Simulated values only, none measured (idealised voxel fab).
process module | voxel self aligned vias
cross-section cut | 295 nm wide | cells 5 nm
A cross-section is a grid of square cells, given in bands from the top down. A band is one or more rows of cells.
Each band's line starts with the height of the band's top and of its bottom, in nm. Then come its materials from left to right, each with its width in nm. One material with "throughout" fills the band from edge to edge. "air" is empty space.
Height 0 is the level under which the wafer as received is all one material. The lowest band goes on downwards, as in "0 down".
A width such as "30 to 40" changes by the same amount from each row of cells to the next, from the band's top row to its bottom row.
"no change" after a step means that no cell of the cross-section changed.
closed voids: empty space of 8 cells or more with no open way to the top, each as width x height at its distance from the left edge, in nm
after a step's settings: what the simulator itself notes on the step
overlay nm, on a step with a mask: how far to the right of its planned place the mask lay; to the left if negative
plan
1 op RECEIVE | material Si
2 op CONFORMAL_DEP | material SiO2 | thk nm 10
3 op CONFORMAL_DEP | material SiCN | thk nm 5
4 op DIRECTIONAL_DEP | material lowk | thk nm 30
5 op DIRECTIONAL_DEP | material aC | thk nm 15
6 op PATTERN | tone open | mask id LINES | material resist | width nm 30 | pitch nm 70 | thk nm 35 | overlay nm 0
7 op DIRECTIONAL_ETCH | etch materials aC | depth nm 15
8 op STRIP | etch materials resist
9 op DIRECTIONAL_ETCH | etch materials lowk | depth nm 30
10 op STRIP | etch materials aC
11 op CONFORMAL_DEP | material TiN | thk nm 5
12 op FILL_DEP | material W | thk nm 10
13 op CMP | height nm 45
14 op SELECTIVE_ETCH | etch materials W Ru TiN | depth nm 10
15 op FILL_DEP | material SiN | thk nm 10
16 op CMP | height nm 45
17 op DIRECTIONAL_DEP | material lowk | thk nm 20
18 op PATTERN | tone open | mask id VIAS | material resist | width nm 40 | thk nm 15 | overlay nm 0
19 op DIRECTIONAL_ETCH | etch materials lowk | depth nm 20
20 op DIRECTIONAL_ETCH | etch materials SiN | depth nm 10
21 op STRIP | etch materials resist
22 op CONFORMAL_DEP | material TiN | thk nm 5
23 op FILL_DEP | material W | thk nm 5
24 op CMP | height nm 65
25 op CONFORMAL_DEP | material SiCN | thk nm 5
as received, after step 1
  0 down: Si throughout
  closed voids: none
first wafer at the end, as planned
  70 to 65: SiCN throughout
  65 to 50: lowk 90 | TiN 5 | W 30 | TiN 5 | lowk 165
  50 to 45: lowk 90 | TiN 10 | W 20 | TiN 10 | lowk 165
  45 to 40: lowk 95 | TiN 5 | W 20 | TiN 5 | lowk 40 | SiN 30 | lowk 100
  40 to 35: lowk 95 | TiN 30 | lowk 40 | SiN 30 | lowk 100
  35 to 20: lowk 95 | TiN 5 | W 20 | TiN 5 | lowk 40 | TiN 5 | W 20 | TiN 5 | lowk 100
  20 to 15: lowk 95 | TiN 30 | lowk 40 | TiN 30 | lowk 100
  15 to 10: SiCN throughout
  10 to 0: SiO2 throughout
  0 down: Si throughout
  closed voids: none
second wafer at the end: like start, like plan, one mistake
  70 to 65: SiCN throughout
  65 to 50: lowk 90 | TiN 5 | W 30 | TiN 5 | lowk 165
  50 to 45: lowk 90 | TiN 40 | lowk 165
  45 to 40: SiCN throughout
  40 to 10: lowk throughout
  10 to 0: SiO2 throughout
  0 down: Si throughout
  closed voids: none
what went wrong: steps 3 and 4 were swapped
at the end the second wafer has, in cells: 12 fewer of SiN | 28 fewer of TiN | 32 fewer of W | 72 more of lowk
